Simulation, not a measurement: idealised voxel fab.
Documented hereafter: the process module known as voxel ribs on slabs.
Cross-sectional view cut (width: 200 nm; square cell size: 5 nm).
Bands, listed from the top down, are how a cross-section gets written in this document; the cross-section itself is a grid of square cells, and a band is one or more rows of them.
Quick guide to a band line: top height, bottom height (nm) up front; then every material left to right with its width in nm. Only one material and it's marked "full width"? Then it fills the band edge to edge. And "empty" just means empty space.
Basically, 0 is our baseline, since under it the wafer straight out of the box is all one material. The bottom band has no lower end and keeps on going down, so it looks like "from 0 down".
Quick explanation for "30 to 40": the width changes in equal steps down the rows of cells, from the first number in the band's top row to the second number in its bottom row.
What does "left unchanged" mean for a step? It means no cell of the cross-section changed in that step.
"Enclosed void inventory" - sealed voids, min. 8 cells, no opening to top; format: width x height at distance (distance from left edge; nm throughout).
Read whatever lies past the settings on a step's line as the simulator's own remark about the step.
The setting "overlay nm" may be written on the line of a step. When the step uses a mask, the value reports how far to the right of the planned place the mask lay, and a negative value reports that it lay to the left.

### Intended process steps
1 RECEIVE (material Si)
2 DIRECTIONAL_DEP (material SiO2; thk nm 20)
3 DIRECTIONAL_DEP (material polySi; thk nm 15)
4 DIRECTIONAL_DEP (material aC; thk nm 10)
5 PATTERN (tone cover; mask id RIB; material resist; width nm 30; thk nm 30; overlay nm 0)
6 DIRECTIONAL_ETCH (etch materials aC; depth nm 10)
7 STRIP (etch materials resist)
8 DIRECTIONAL_ETCH (etch materials polySi; depth nm 10)
9 STRIP (etch materials aC)
10 MASKED_ETCH (tone cover; mask id SLAB; width nm 60; etch materials polySi; depth nm 5; overlay nm 0)
11 FILL_DEP (material SiO2; thk nm 20)
12 CMP (height nm 45)
13 DIRECTIONAL_DEP (material TiN; thk nm 10)
14 DIRECTIONAL_DEP (material aC; thk nm 10)
15 PATTERN (tone cover; mask id HEATER; material resist; width nm 40; thk nm 30; overlay nm 0)
16 DIRECTIONAL_ETCH (etch materials aC; depth nm 10)
17 STRIP (etch materials resist)
18 DIRECTIONAL_ETCH (etch materials TiN; depth nm 10)
19 STRIP (etch materials aC)
20 CONFORMAL_DEP (material SiO2; thk nm 5)

### Wafer at receipt (post step 1), cross-section
	from 0 down: Si full width
	Enclosed void inventory: none

### Sectioned view, first of two wafers, at the close of the module, processed as intended in the plan
	from 60 to 55: empty=75  SiO2=50  empty=75
	from 55 to 50: empty=75  SiO2=5  TiN=40  SiO2=5  empty=75
	from 50 to 45: SiO2=80  TiN=40  SiO2=80
	from 45 to 35: SiO2 full width
	from 35 to 25: SiO2=85  polySi=30  SiO2=85
	from 25 to 20: SiO2=70  polySi=60  SiO2=70
	from 20 to 0: SiO2 full width
	from 0 down: Si full width
	Enclosed void inventory: none

### Second wafer cross-section at end of module - shared start and plan with the first, one mistake in the run
	from 60 to 55: empty=75  SiO2=50  empty=75
	from 55 to 50: empty=75  SiO2=5  TiN=40  SiO2=5  empty=75
	from 50 to 45: SiO2=80  TiN=40  SiO2=80
	from 45 to 15: SiO2 full width
	from 15 to 0: polySi full width
	from 0 down: Si full width
	Enclosed void inventory: none
So what did we get wrong on this run? a sequencing error occurred in which plan steps 2 and 3 were transposed
FYI, end of process, the second wafer has more or fewer cells of some materials than the first: -96 SiO2, +96 polySi
